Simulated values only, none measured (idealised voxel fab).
Herein follows the process module entitled voxel wiring stack.
Xsec cut, 235 nm wide, square cell size 5 nm.
For the purposes of this document, a cross-section shall be understood as a grid of square cells, specified as bands listed in top-to-bottom order, each band consisting of one or more rows of cells. Heads up on the band format: heights come first, top then bottom, in nm. After that it's the materials left to right, each with its width in nm. A single material flagged "all across" fills the whole band edge to edge, and "empty" means there's empty space there. Heights are expressed relative to 0, this being the level below which the as-received wafer comprises one material exclusively. The lowest band is unbounded in the downward direction and is denoted as in "z 0 and below". The notation "30 to 40" denotes a width that varies across the rows of cells in the band, beginning at the first number in the top row, finishing at the second number in the bottom row, and changing by an identical amount from each row to the next. "identical to before" -> step changed no cross-section cell. If an empty space has no open way to the top and is at least 8 cells in size, "Enclosed cavity list" lists it, written width x height at distance, where distance is measured from the left edge and every value is in nm. Past the settings on a step's line: simulator remark, on that step. Each step line may optionally specify "overlay nm", which for a step with a mask gives the rightward distance between the mask's planned place and where it lay, a negative value indicating the leftward direction. Every pair from here on: before one process step, after it. The after cross-section reaches only to the lowest band that changed. Below the pair: the step in between and its settings. Pairs can belong to different runs of this module on the same starting wafer; a pair carries on from the pair above only if the entry headed "Pre-step condition" says so.

Pre-step condition
z 60 to 50 = aC 80 nm, empty 15 nm, aC 35 nm, empty 15 nm, aC 90 nm
z 50 to 35 = lowk all across
z 35 to 30 = SiCN all across
z 30 to 15 = lowk 85 nm, TiN 5 nm, Cu 5 nm, TiN 5 nm, lowk 35 nm, TiN 5 nm, Cu 5 nm, TiN 5 nm, lowk 85 nm
z 15 to 10 = SiCN 85 nm, TiN 15 nm, SiCN 35 nm, TiN 15 nm, SiCN 85 nm
z 10 to 0 = SiO2 all across
z 0 and below = Si all across
Enclosed cavity list: none

Sectional Result
z 60 to 50 = aC 80 nm, empty 15 nm, aC 35 nm, empty 15 nm, aC 90 nm
z 50 to 35 = lowk 80 nm, empty 15 nm, lowk 35 nm, empty 15 nm, lowk 90 nm
below 35: unchanged
Enclosed cavity list: none
So what happened between those two cross-sections up there? DIRECTIONAL_ETCH, etch materials lowk, depth nm 15

Pre-step condition: the cross-section after the pair above

Sectional Result
z 60 to 50 = aC 80 nm, empty 15 nm, aC 35 nm, empty 15 nm, aC 90 nm
z 50 to 35 = lowk 80 nm, empty 15 nm, lowk 35 nm, empty 15 nm, lowk 90 nm
z 35 to 30 = SiCN 80 nm, empty 15 nm, SiCN 35 nm, empty 15 nm, SiCN 90 nm
below 30: unchanged
Enclosed cavity list: none
So what happened between those two cross-sections up there? DIRECTIONAL_ETCH, etch materials SiCN, depth nm 5

Pre-step condition: the cross-section after the pair above

Sectional Result
z 50 to 35 = lowk 80 nm, empty 15 nm, lowk 35 nm, empty 15 nm, lowk 90 nm
below 35: unchanged
Enclosed cavity list: none
So what happened between those two cross-sections up there? STRIP, etch materials aC

Pre-step condition: the cross-section after the pair above

Sectional Result
z 55 to 50 = TiN 85 nm, empty 5 nm, TiN 45 nm, empty 5 nm, TiN 95 nm
z 50 to 35 = lowk 80 nm, TiN 5 nm, empty 5 nm, TiN 5 nm, lowk 35 nm, TiN 5 nm, empty 5 nm, TiN 5 nm, lowk 90 nm
z 35 to 30 = SiCN 80 nm, TiN 15 nm, SiCN 35 nm, TiN 15 nm, SiCN 90 nm
below 30: unchanged
Enclosed cavity list: none
So what happened between those two cross-sections up there? CONFORMAL_DEP, material TiN, thk nm 5

Pre-step condition: the cross-section after the pair above

Sectional Result
z 60 to 55 = Cu all across
z 55 to 50 = TiN 85 nm, Cu 5 nm, TiN 45 nm, Cu 5 nm, TiN 95 nm
z 50 to 35 = lowk 80 nm, TiN 5 nm, Cu 5 nm, TiN 5 nm, lowk 35 nm, TiN 5 nm, Cu 5 nm, TiN 5 nm, lowk 90 nm
below 35: unchanged
Enclosed cavity list: none
So what happened between those two cross-sections up there? FILL_DEP, material Cu, thk nm 5

Pre-step condition: the cross-section after the pair above

Sectional Result
z 50 to 35 = lowk 80 nm, TiN 5 nm, Cu 5 nm, TiN 5 nm, lowk 35 nm, TiN 5 nm, Cu 5 nm, TiN 5 nm, lowk 90 nm
below 35: unchanged
Enclosed cavity list: none
So what happened between those two cross-sections up there? CMP, height nm 50

Pre-step condition: the cross-section after the pair above

Sectional Result
z 55 to 50 = SiCN all across
below 50: unchanged
Enclosed cavity list: none
So what happened between those two cross-sections up there? CONFORMAL_DEP, material SiCN, thk nm 5

Pre-step condition: the cross-section after the pair above

Sectional Result
z 75 to 55 = SiO2 all across
below 55: unchanged
Enclosed cavity list: none
So what happened between those two cross-sections up there? DIRECTIONAL_DEP, material SiO2, thk nm 20

Pre-step condition: the cross-section after the pair above

Sectional Result
z 95 to 75 = resist 80 nm, empty 25 nm, resist 25 nm, empty 25 nm, resist 80 nm
below 75: unchanged
Enclosed cavity list: none
So what happened between those two cross-sections up there? PATTERN, tone open, mask id METAL_2, material resist, width nm 25, pitch nm 50, thk nm 20, overlay nm 0

Pre-step condition: the cross-section after the pair above

Sectional Result
z 95 to 75 = resist 80 nm, empty 25 nm, resist 25 nm, empty 25 nm, resist 80 nm
z 75 to 55 = SiO2 80 nm, empty 25 nm, SiO2 25 nm, empty 25 nm, SiO2 80 nm
below 55: unchanged
Enclosed cavity list: none
So what happened between those two cross-sections up there? DIRECTIONAL_ETCH, etch materials SiO2, depth nm 20

Pre-step condition: the cross-section after the pair above

Sectional Result
z 95 to 75 = resist 80 nm, empty 25 nm, resist 25 nm, empty 25 nm, resist 80 nm
z 75 to 55 = SiO2 80 nm, empty 25 nm, SiO2 25 nm, empty 25 nm, SiO2 80 nm
z 55 to 50 = SiCN 80 nm, empty 25 nm, SiCN 25 nm, empty 25 nm, SiCN 80 nm
below 50: unchanged
Enclosed cavity list: none
So what happened between those two cross-sections up there? DIRECTIONAL_ETCH, etch materials SiCN, depth nm 5

Pre-step condition: the cross-section after the pair above

Sectional Result
z 75 to 55 = SiO2 80 nm, empty 25 nm, SiO2 25 nm, empty 25 nm, SiO2 80 nm
below 55: unchanged
Enclosed cavity list: none
So what happened between those two cross-sections up there? STRIP, etch materials resist

Pre-step condition: the cross-section after the pair above

Sectional Result
z 80 to 75 = TiN 85 nm, empty 15 nm, TiN 35 nm, empty 15 nm, TiN 85 nm
z 75 to 55 = SiO2 80 nm, TiN 5 nm, empty 15 nm, TiN 5 nm, SiO2 25 nm, TiN 5 nm, empty 15 nm, TiN 5 nm, SiO2 80 nm
z 55 to 50 = SiCN 80 nm, TiN 25 nm, SiCN 25 nm, TiN 25 nm, SiCN 80 nm
below 50: unchanged
Enclosed cavity list: none
So what happened between those two cross-sections up there? CONFORMAL_DEP, material TiN, thk nm 5

Pre-step condition: the cross-section after the pair above

Sectional Result
z 90 to 80 = W all across
z 80 to 75 = TiN 85 nm, W 15 nm, TiN 35 nm, W 15 nm, TiN 85 nm
z 75 to 55 = SiO2 80 nm, TiN 5 nm, W 15 nm, TiN 5 nm, SiO2 25 nm, TiN 5 nm, W 15 nm, TiN 5 nm, SiO2 80 nm
below 55: unchanged
Enclosed cavity list: none
So what happened between those two cross-sections up there? FILL_DEP, material W, thk nm 10

Pre-step condition: the cross-section after the pair above

Sectional Result
z 75 to 55 = SiO2 80 nm, TiN 5 nm, W 15 nm, TiN 5 nm, SiO2 25 nm, TiN 5 nm, W 15 nm, TiN 5 nm, SiO2 80 nm
below 55: unchanged
Enclosed cavity list: none
So what happened between those two cross-sections up there? CMP, height nm 75

Pre-step condition: the cross-section after the pair above

Sectional Result
z 80 to 75 = SiCN all across
below 75: unchanged
Enclosed cavity list: none
So what happened between those two cross-sections up there? CONFORMAL_DEP, material SiCN, thk nm 5

Pre-step condition: the cross-section after the pair above

Sectional Result
z 105 to 80 = SiO2 all across
below 80: unchanged
Enclosed cavity list: none
So what happened between those two cross-sections up there? DIRECTIONAL_DEP, material SiO2, thk nm 25

Pre-step condition: the cross-section after the pair above

Sectional Result
z 120 to 105 = aC all across
below 105: unchanged
Enclosed cavity list: none
So what happened between those two cross-sections up there? DIRECTIONAL_DEP, material aC, thk nm 15

Pre-step condition: the cross-section after the pair above

Sectional Result
z 155 to 120 = resist 80 nm, empty 25 nm, resist 25 nm, empty 25 nm, resist 80 nm
below 120: unchanged
Enclosed cavity list: none
So what happened between those two cross-sections up there? PATTERN, tone open, mask id METAL_3, material resist, width nm 25, pitch nm 50, thk nm 35, overlay nm 0

Pre-step condition: the cross-section after the pair above

Sectional Result
z 140 to 120 = resist 80 nm, empty 25 nm, resist 25 nm, empty 25 nm, resist 80 nm
z 120 to 105 = aC 80 nm, empty 25 nm, aC 25 nm, empty 25 nm, aC 80 nm
below 105: unchanged
Enclosed cavity list: none
So what happened between those two cross-sections up there? DIRECTIONAL_ETCH, etch materials aC, depth nm 15

Pre-step condition: the cross-section after the pair above

Sectional Result
z 120 to 105 = aC 80 nm, empty 25 nm, aC 25 nm, empty 25 nm, aC 80 nm
below 105: unchanged
Enclosed cavity list: none
So what happened between those two cross-sections up there? STRIP, etch materials resist

Pre-step condition: the cross-section after the pair above

Sectional Result
z 120 to 105 = aC 80 nm, empty 25 nm, aC 25 nm, empty 25 nm, aC 80 nm
z 105 to 90 = SiO2 80 nm, empty 25 nm, SiO2 25 nm, empty 25 nm, SiO2 80 nm
below 90: unchanged
Enclosed cavity list: none
So what happened between those two cross-sections up there? DIRECTIONAL_ETCH, etch materials SiO2, depth nm 15

Pre-step condition: the cross-section after the pair above

Sectional Result
z 105 to 90 = SiO2 80 nm, empty 25 nm, SiO2 25 nm, empty 25 nm, SiO2 80 nm
below 90: unchanged
Enclosed cavity list: none
So what happened between those two cross-sections up there? STRIP, etch materials aC

Pre-step condition: the cross-section after the pair above

Sectional Result
z 120 to 105 = resist 80 nm, empty 15 nm, resist 35 nm, empty 15 nm, resist 90 nm
z 105 to 90 = SiO2 80 nm, empty 15 nm, resist 10 nm, SiO2 25 nm, empty 15 nm, resist 10 nm, SiO2 80 nm
below 90: unchanged
Enclosed cavity list: none
So what happened between those two cross-sections up there? PATTERN, tone open, mask id METAL_3_HOLES, material resist, width nm 15, pitch nm 50, thk nm 15, overlay nm 0

Pre-step condition: the cross-section after the pair above

Sectional Result
z 120 to 105 = resist 80 nm, empty 15 nm, resist 35 nm, empty 15 nm, resist 90 nm
z 105 to 90 = SiO2 80 nm, empty 15 nm, resist 10 nm, SiO2 25 nm, empty 15 nm, resist 10 nm, SiO2 80 nm
z 90 to 80 = SiO2 80 nm, empty 15 nm, SiO2 35 nm, empty 15 nm, SiO2 90 nm
below 80: unchanged
Enclosed cavity list: none
So what happened between those two cross-sections up there? DIRECTIONAL_ETCH, etch materials SiO2, depth nm 10

Pre-step condition: the cross-section after the pair above

Sectional Result
z 120 to 105 = resist 80 nm, empty 15 nm, resist 35 nm, empty 15 nm, resist 90 nm
z 105 to 90 = SiO2 80 nm, empty 15 nm, resist 10 nm, SiO2 25 nm, empty 15 nm, resist 10 nm, SiO2 80 nm
z 90 to 80 = SiO2 80 nm, empty 15 nm, SiO2 35 nm, empty 15 nm, SiO2 90 nm
z 80 to 75 = SiCN 80 nm, empty 15 nm, SiCN 35 nm, empty 15 nm, SiCN 90 nm
below 75: unchanged
Enclosed cavity list: none
So what happened between those two cross-sections up there? DIRECTIONAL_ETCH, etch materials SiCN, depth nm 5

Pre-step condition: the cross-section after the pair above

Sectional Result
z 105 to 90 = SiO2 80 nm, empty 25 nm, SiO2 25 nm, empty 25 nm, SiO2 80 nm
below 90: unchanged
Enclosed cavity list: none
So what happened between those two cross-sections up there? STRIP, etch materials resist

Pre-step condition: the cross-section after the pair above

Sectional Result
z 110 to 105 = TiN 85 nm, empty 15 nm, TiN 35 nm, empty 15 nm, TiN 85 nm
z 105 to 95 = SiO2 80 nm, TiN 5 nm, empty 15 nm, TiN 5 nm, SiO2 25 nm, TiN 5 nm, empty 15 nm, TiN 5 nm, SiO2 80 nm
z 95 to 90 = SiO2 80 nm, TiN 5 nm, empty 5 nm, TiN 15 nm, SiO2 25 nm, TiN 5 nm, empty 5 nm, TiN 15 nm, SiO2 80 nm
z 90 to 80 = SiO2 80 nm, TiN 5 nm, empty 5 nm, TiN 5 nm, SiO2 35 nm, TiN 5 nm, empty 5 nm, TiN 5 nm, SiO2 90 nm
z 80 to 75 = SiCN 80 nm, TiN 15 nm, SiCN 35 nm, TiN 15 nm, SiCN 90 nm
below 75: unchanged
Enclosed cavity list: none
So what happened between those two cross-sections up there? CONFORMAL_DEP, material TiN, thk nm 5

Pre-step condition: the cross-section after the pair above

Sectional Result
z 120 to 110 = Ru all across
z 110 to 105 = TiN 85 nm, Ru 15 nm, TiN 35 nm, Ru 15 nm, TiN 85 nm
z 105 to 95 = SiO2 80 nm, TiN 5 nm, Ru 15 nm, TiN 5 nm, SiO2 25 nm, TiN 5 nm, Ru 15 nm, TiN 5 nm, SiO2 80 nm
z 95 to 90 = SiO2 80 nm, TiN 5 nm, Ru 5 nm, TiN 15 nm, SiO2 25 nm, TiN 5 nm, Ru 5 nm, TiN 15 nm, SiO2 80 nm
z 90 to 80 = SiO2 80 nm, TiN 5 nm, Ru 5 nm, TiN 5 nm, SiO2 35 nm, TiN 5 nm, Ru 5 nm, TiN 5 nm, SiO2 90 nm
below 80: unchanged
Enclosed cavity list: none
So what happened between those two cross-sections up there? FILL_DEP, material Ru, thk nm 10

Pre-step condition: the cross-section after the pair above

Sectional Result
z 105 to 95 = SiO2 80 nm, TiN 5 nm, Ru 15 nm, TiN 5 nm, SiO2 25 nm, TiN 5 nm, Ru 15 nm, TiN 5 nm, SiO2 80 nm
below 95: unchanged
Enclosed cavity list: none
So what happened between those two cross-sections up there? CMP, height nm 105

Pre-step condition: the cross-section after the pair above

Sectional Result
z 110 to 105 = SiCN all across
below 105: unchanged
Enclosed cavity list: none
So what happened between those two cross-sections up there? CONFORMAL_DEP, material SiCN, thk nm 5

Pre-step condition
z 45 to 30 = aC all across
z 30 to 15 = lowk all across
z 15 to 10 = SiCN all across
z 10 to 0 = SiO2 all across
z 0 and below = Si all across
Enclosed cavity list: none

Sectional Result
z 75 to 45 = resist 70 nm, empty 25 nm, resist 25 nm, empty 25 nm, resist 90 nm
below 45: unchanged
Enclosed cavity list: none
So what happened between those two cross-sections up there? PATTERN, tone open, mask id METAL_1, material resist, width nm 25, pitch nm 50, thk nm 30, overlay nm -10

Pre-step condition: the cross-section after the pair above

Sectional Result
z 60 to 45 = resist 70 nm, empty 25 nm, resist 25 nm, empty 25 nm, resist 90 nm
z 45 to 30 = aC 70 nm, empty 25 nm, aC 25 nm, empty 25 nm, aC 90 nm
below 30: unchanged
Enclosed cavity list: none
So what happened between those two cross-sections up there? DIRECTIONAL_ETCH, etch materials aC, depth nm 15

Pre-step condition: the cross-section after the pair above

Sectional Result
z 45 to 30 = aC 70 nm, empty 25 nm, aC 25 nm, empty 25 nm, aC 90 nm
below 30: unchanged
Enclosed cavity list: none
So what happened between those two cross-sections up there? STRIP, etch materials resist

Pre-step condition: the cross-section after the pair above

Sectional Result
z 45 to 30 = aC 70 nm, empty 25 nm, aC 25 nm, empty 25 nm, aC 90 nm
z 30 to 15 = lowk 70 nm, empty 25 nm, lowk 25 nm, empty 25 nm, lowk 90 nm
below 15: unchanged
Enclosed cavity list: none
So what happened between those two cross-sections up there? DIRECTIONAL_ETCH, etch materials lowk, depth nm 15

Pre-step condition: the cross-section after the pair above

Sectional Result
z 45 to 30 = aC 70 nm, empty 25 nm, aC 25 nm, empty 25 nm, aC 90 nm
z 30 to 15 = lowk 70 nm, empty 25 nm, lowk 25 nm, empty 25 nm, lowk 90 nm
z 15 to 10 = SiCN 70 nm, empty 25 nm, SiCN 25 nm, empty 25 nm, SiCN 90 nm
below 10: unchanged
Enclosed cavity list: none
So what happened between those two cross-sections up there? DIRECTIONAL_ETCH, etch materials SiCN, depth nm 5

Pre-step condition: the cross-section after the pair above

Sectional Result
z 30 to 15 = lowk 70 nm, empty 25 nm, lowk 25 nm, empty 25 nm, lowk 90 nm
below 15: unchanged
Enclosed cavity list: none
So what happened between those two cross-sections up there? STRIP, etch materials aC

Pre-step condition: the cross-section after the pair above

Sectional Result
z 35 to 30 = TiN 75 nm, empty 15 nm, TiN 35 nm, empty 15 nm, TiN 95 nm
z 30 to 15 = lowk 70 nm, TiN 5 nm, empty 15 nm, TiN 5 nm, lowk 25 nm, TiN 5 nm, empty 15 nm, TiN 5 nm, lowk 90 nm
z 15 to 10 = SiCN 70 nm, TiN 25 nm, SiCN 25 nm, TiN 25 nm, SiCN 90 nm
below 10: unchanged
Enclosed cavity list: none
So what happened between those two cross-sections up there? CONFORMAL_DEP, material TiN, thk nm 5

Pre-step condition: the cross-section after the pair above

Sectional Result
z 45 to 35 = Cu all across
z 35 to 30 = TiN 75 nm, Cu 15 nm, TiN 35 nm, Cu 15 nm, TiN 95 nm
z 30 to 15 = lowk 70 nm, TiN 5 nm, Cu 15 nm, TiN 5 nm, lowk 25 nm, TiN 5 nm, Cu 15 nm, TiN 5 nm, lowk 90 nm
below 15: unchanged
Enclosed cavity list: none
So what happened between those two cross-sections up there? FILL_DEP, material Cu, thk nm 10

Pre-step condition: the cross-section after the pair above

Sectional Result
z 30 to 15 = lowk 70 nm, TiN 5 nm, Cu 15 nm, TiN 5 nm, lowk 25 nm, TiN 5 nm, Cu 15 nm, TiN 5 nm, lowk 90 nm
below 15: unchanged
Enclosed cavity list: none
So what happened between those two cross-sections up there? CMP, height nm 30

Pre-step condition: the cross-section after the pair above

Sectional Result
z 35 to 30 = SiCN all across
below 30: unchanged
Enclosed cavity list: none
So what happened between those two cross-sections up there? CONFORMAL_DEP, material SiCN, thk nm 5

Pre-step condition: the cross-section after the pair above

Sectional Result
z 50 to 35 = lowk all across
below 35: unchanged
Enclosed cavity list: none
So what happened between those two cross-sections up there? DIRECTIONAL_DEP, material lowk, thk nm 15

Pre-step condition: the cross-section after the pair above

Sectional Result
z 60 to 50 = aC all across
below 50: unchanged
Enclosed cavity list: none
So what happened between those two cross-sections up there? DIRECTIONAL_DEP, material aC, thk nm 10

Pre-step condition: the cross-section after the pair above

Sectional Result
z 90 to 60 = resist 80 nm, empty 15 nm, resist 35 nm, empty 15 nm, resist 90 nm
below 60: unchanged
Enclosed cavity list: none
So what happened between those two cross-sections up there? PATTERN, tone open, mask id PLUG_1, material resist, width nm 15, pitch nm 50, thk nm 30, overlay nm 0

Pre-step condition: the cross-section after the pair above

Sectional Result
z 80 to 60 = resist 80 nm, empty 15 nm, resist 35 nm, empty 15 nm, resist 90 nm
z 60 to 50 = aC 80 nm, empty 15 nm, aC 35 nm, empty 15 nm, aC 90 nm
below 50: unchanged
Enclosed cavity list: none
So what happened between those two cross-sections up there? DIRECTIONAL_ETCH, etch materials aC, depth nm 10

Pre-step condition: the cross-section after the pair above

Sectional Result
z 60 to 50 = aC 80 nm, empty 15 nm, aC 35 nm, empty 15 nm, aC 90 nm
below 50: unchanged
Enclosed cavity list: none
So what happened between those two cross-sections up there? STRIP, etch materials resist

Pre-step condition: the cross-section after the pair above

Sectional Result
z 60 to 50 = aC 80 nm, empty 15 nm, aC 35 nm, empty 15 nm, aC 90 nm
z 50 to 35 = lowk 80 nm, empty 15 nm, lowk 35 nm, empty 15 nm, lowk 90 nm
below 35: unchanged
Enclosed cavity list: none
So what happened between those two cross-sections up there? DIRECTIONAL_ETCH, etch materials lowk, depth nm 15

Pre-step condition: the cross-section after the pair above

Sectional Result
z 60 to 50 = aC 80 nm, empty 15 nm, aC 35 nm, empty 15 nm, aC 90 nm
z 50 to 35 = lowk 80 nm, empty 15 nm, lowk 35 nm, empty 15 nm, lowk 90 nm
z 35 to 30 = SiCN 80 nm, empty 15 nm, SiCN 35 nm, empty 15 nm, SiCN 90 nm
below 30: unchanged
Enclosed cavity list: none
So what happened between those two cross-sections up there? DIRECTIONAL_ETCH, etch materials SiCN, depth nm 5

Pre-step condition: the cross-section after the pair above

Sectional Result
z 50 to 35 = lowk 80 nm, empty 15 nm, lowk 35 nm, empty 15 nm, lowk 90 nm
below 35: unchanged
Enclosed cavity list: none
So what happened between those two cross-sections up there? STRIP, etch materials aC

Pre-step condition: the cross-section after the pair above

Sectional Result
z 55 to 50 = TiN 85 nm, empty 5 nm, TiN 45 nm, empty 5 nm, TiN 95 nm
z 50 to 35 = lowk 80 nm, TiN 5 nm, empty 5 nm, TiN 5 nm, lowk 35 nm, TiN 5 nm, empty 5 nm, TiN 5 nm, lowk 90 nm
z 35 to 30 = SiCN 80 nm, TiN 15 nm, SiCN 35 nm, TiN 15 nm, SiCN 90 nm
below 30: unchanged
Enclosed cavity list: none
So what happened between those two cross-sections up there? CONFORMAL_DEP, material TiN, thk nm 5

Pre-step condition: the cross-section after the pair above

Sectional Result
z 60 to 55 = Cu all across
z 55 to 50 = TiN 85 nm, Cu 5 nm, TiN 45 nm, Cu 5 nm, TiN 95 nm
z 50 to 35 = lowk 80 nm, TiN 5 nm, Cu 5 nm, TiN 5 nm, lowk 35 nm, TiN 5 nm, Cu 5 nm, TiN 5 nm, lowk 90 nm
below 35: unchanged
Enclosed cavity list: none
So what happened between those two cross-sections up there? FILL_DEP, material Cu, thk nm 5

Pre-step condition: the cross-section after the pair above

Sectional Result
z 50 to 35 = lowk 80 nm, TiN 5 nm, Cu 5 nm, TiN 5 nm, lowk 35 nm, TiN 5 nm, Cu 5 nm, TiN 5 nm, lowk 90 nm
below 35: unchanged
Enclosed cavity list: none
So what happened between those two cross-sections up there? CMP, height nm 50

Pre-step condition: the cross-section after the pair above

Sectional Result
z 55 to 50 = SiCN all across
below 50: unchanged
Enclosed cavity list: none
So what happened between those two cross-sections up there? CONFORMAL_DEP, material SiCN, thk nm 5

Pre-step condition: the cross-section after the pair above

Sectional Result
z 75 to 55 = SiO2 all across
below 55: unchanged
Enclosed cavity list: none
So what happened between those two cross-sections up there? DIRECTIONAL_DEP, material SiO2, thk nm 20

Pre-step condition: the cross-section after the pair above

Sectional Result
z 95 to 75 = resist 80 nm, empty 25 nm, resist 25 nm, empty 25 nm, resist 80 nm
below 75: unchanged
Enclosed cavity list: none
So what happened between those two cross-sections up there? PATTERN, tone open, mask id METAL_2, material resist, width nm 25, pitch nm 50, thk nm 20, overlay nm 0

Pre-step condition: the cross-section after the pair above

Sectional Result
z 95 to 75 = resist 80 nm, empty 25 nm, resist 25 nm, empty 25 nm, resist 80 nm
z 75 to 55 = SiO2 80 nm, empty 25 nm, SiO2 25 nm, empty 25 nm, SiO2 80 nm
below 55: unchanged
Enclosed cavity list: none
So what happened between those two cross-sections up there? DIRECTIONAL_ETCH, etch materials SiO2, depth nm 20

Pre-step condition: the cross-section after the pair above

Sectional Result
z 95 to 75 = resist 80 nm, empty 25 nm, resist 25 nm, empty 25 nm, resist 80 nm
z 75 to 55 = SiO2 80 nm, empty 25 nm, SiO2 25 nm, empty 25 nm, SiO2 80 nm
z 55 to 50 = SiCN 80 nm, empty 25 nm, SiCN 25 nm, empty 25 nm, SiCN 80 nm
below 50: unchanged
Enclosed cavity list: none
So what happened between those two cross-sections up there? DIRECTIONAL_ETCH, etch materials SiCN, depth nm 5

Pre-step condition: the cross-section after the pair above

Sectional Result
z 75 to 55 = SiO2 80 nm, empty 25 nm, SiO2 25 nm, empty 25 nm, SiO2 80 nm
below 55: unchanged
Enclosed cavity list: none
So what happened between those two cross-sections up there? STRIP, etch materials resist

Pre-step condition: the cross-section after the pair above

Sectional Result
z 80 to 75 = TiN 85 nm, empty 15 nm, TiN 35 nm, empty 15 nm, TiN 85 nm
z 75 to 55 = SiO2 80 nm, TiN 5 nm, empty 15 nm, TiN 5 nm, SiO2 25 nm, TiN 5 nm, empty 15 nm, TiN 5 nm, SiO2 80 nm
z 55 to 50 = SiCN 80 nm, TiN 25 nm, SiCN 25 nm, TiN 25 nm, SiCN 80 nm
below 50: unchanged
Enclosed cavity list: none
So what happened between those two cross-sections up there? CONFORMAL_DEP, material TiN, thk nm 5

Pre-step condition: the cross-section after the pair above

Sectional Result
z 90 to 80 = W all across
z 80 to 75 = TiN 85 nm, W 15 nm, TiN 35 nm, W 15 nm, TiN 85 nm
z 75 to 55 = SiO2 80 nm, TiN 5 nm, W 15 nm, TiN 5 nm, SiO2 25 nm, TiN 5 nm, W 15 nm, TiN 5 nm, SiO2 80 nm
below 55: unchanged
Enclosed cavity list: none
So what happened between those two cross-sections up there? FILL_DEP, material W, thk nm 10

Pre-step condition: the cross-section after the pair above

Sectional Result
z 75 to 55 = SiO2 80 nm, TiN 5 nm, W 15 nm, TiN 5 nm, SiO2 25 nm, TiN 5 nm, W 15 nm, TiN 5 nm, SiO2 80 nm
below 55: unchanged
Enclosed cavity list: none
So what happened between those two cross-sections up there? CMP, height nm 75

Pre-step condition: the cross-section after the pair above

Sectional Result
z 80 to 75 = SiCN all across
below 75: unchanged
Enclosed cavity list: none
So what happened between those two cross-sections up there? CONFORMAL_DEP, material SiCN, thk nm 5

Pre-step condition: the cross-section after the pair above

Sectional Result
z 105 to 80 = SiO2 all across
below 80: unchanged
Enclosed cavity list: none
So what happened between those two cross-sections up there? DIRECTIONAL_DEP, material SiO2, thk nm 25

Pre-step condition: the cross-section after the pair above

Sectional Result
z 120 to 105 = aC all across
below 105: unchanged
Enclosed cavity list: none
So what happened between those two cross-sections up there? DIRECTIONAL_DEP, material aC, thk nm 15

Pre-step condition: the cross-section after the pair above

Sectional Result
z 155 to 120 = resist 80 nm, empty 25 nm, resist 25 nm, empty 25 nm, resist 80 nm
below 120: unchanged
Enclosed cavity list: none
So what happened between those two cross-sections up there? PATTERN, tone open, mask id METAL_3, material resist, width nm 25, pitch nm 50, thk nm 35, overlay nm 0

Pre-step condition: the cross-section after the pair above

Sectional Result
z 140 to 120 = resist 80 nm, empty 25 nm, resist 25 nm, empty 25 nm, resist 80 nm
z 120 to 105 = aC 80 nm, empty 25 nm, aC 25 nm, empty 25 nm, aC 80 nm
below 105: unchanged
Enclosed cavity list: none
So what happened between those two cross-sections up there? DIRECTIONAL_ETCH, etch materials aC, depth nm 15

Pre-step condition: the cross-section after the pair above

Sectional Result
z 120 to 105 = aC 80 nm, empty 25 nm, aC 25 nm, empty 25 nm, aC 80 nm
below 105: unchanged
Enclosed cavity list: none
So what happened between those two cross-sections up there? STRIP, etch materials resist

Pre-step condition: the cross-section after the pair above

Sectional Result
z 120 to 105 = aC 80 nm, empty 25 nm, aC 25 nm, empty 25 nm, aC 80 nm
z 105 to 90 = SiO2 80 nm, empty 25 nm, SiO2 25 nm, empty 25 nm, SiO2 80 nm
below 90: unchanged
Enclosed cavity list: none
So what happened between those two cross-sections up there? DIRECTIONAL_ETCH, etch materials SiO2, depth nm 15

Pre-step condition: the cross-section after the pair above

Sectional Result
z 105 to 90 = SiO2 80 nm, empty 25 nm, SiO2 25 nm, empty 25 nm, SiO2 80 nm
below 90: unchanged
Enclosed cavity list: none
So what happened between those two cross-sections up there? STRIP, etch materials aC

Pre-step condition: the cross-section after the pair above

Sectional Result
z 120 to 105 = resist 80 nm, empty 15 nm, resist 35 nm, empty 15 nm, resist 90 nm
z 105 to 90 = SiO2 80 nm, empty 15 nm, resist 10 nm, SiO2 25 nm, empty 15 nm, resist 10 nm, SiO2 80 nm
below 90: unchanged
Enclosed cavity list: none
So what happened between those two cross-sections up there? PATTERN, tone open, mask id METAL_3_HOLES, material resist, width nm 15, pitch nm 50, thk nm 15, overlay nm 0

Pre-step condition: the cross-section after the pair above

Sectional Result
z 120 to 105 = resist 80 nm, empty 15 nm, resist 35 nm, empty 15 nm, resist 90 nm
z 105 to 90 = SiO2 80 nm, empty 15 nm, resist 10 nm, SiO2 25 nm, empty 15 nm, resist 10 nm, SiO2 80 nm
z 90 to 80 = SiO2 80 nm, empty 15 nm, SiO2 35 nm, empty 15 nm, SiO2 90 nm
below 80: unchanged
Enclosed cavity list: none
So what happened between those two cross-sections up there? DIRECTIONAL_ETCH, etch materials SiO2, depth nm 10

Pre-step condition: the cross-section after the pair above

Sectional Result
z 120 to 105 = resist 80 nm, empty 15 nm, resist 35 nm, empty 15 nm, resist 90 nm
z 105 to 90 = SiO2 80 nm, empty 15 nm, resist 10 nm, SiO2 25 nm, empty 15 nm, resist 10 nm, SiO2 80 nm
z 90 to 80 = SiO2 80 nm, empty 15 nm, SiO2 35 nm, empty 15 nm, SiO2 90 nm
z 80 to 75 = SiCN 80 nm, empty 15 nm, SiCN 35 nm, empty 15 nm, SiCN 90 nm
below 75: unchanged
Enclosed cavity list: none
So what happened between those two cross-sections up there? DIRECTIONAL_ETCH, etch materials SiCN, depth nm 5

Pre-step condition: the cross-section after the pair above

Sectional Result
z 105 to 90 = SiO2 80 nm, empty 25 nm, SiO2 25 nm, empty 25 nm, SiO2 80 nm
below 90: unchanged
Enclosed cavity list: none
So what happened between those two cross-sections up there? STRIP, etch materials resist

Pre-step condition: the cross-section after the pair above

Sectional Result
z 110 to 105 = TiN 85 nm, empty 15 nm, TiN 35 nm, empty 15 nm, TiN 85 nm
z 105 to 95 = SiO2 80 nm, TiN 5 nm, empty 15 nm, TiN 5 nm, SiO2 25 nm, TiN 5 nm, empty 15 nm, TiN 5 nm, SiO2 80 nm
z 95 to 90 = SiO2 80 nm, TiN 5 nm, empty 5 nm, TiN 15 nm, SiO2 25 nm, TiN 5 nm, empty 5 nm, TiN 15 nm, SiO2 80 nm
z 90 to 80 = SiO2 80 nm, TiN 5 nm, empty 5 nm, TiN 5 nm, SiO2 35 nm, TiN 5 nm, empty 5 nm, TiN 5 nm, SiO2 90 nm
z 80 to 75 = SiCN 80 nm, TiN 15 nm, SiCN 35 nm, TiN 15 nm, SiCN 90 nm
below 75: unchanged
Enclosed cavity list: none
So what happened between those two cross-sections up there? CONFORMAL_DEP, material TiN, thk nm 5
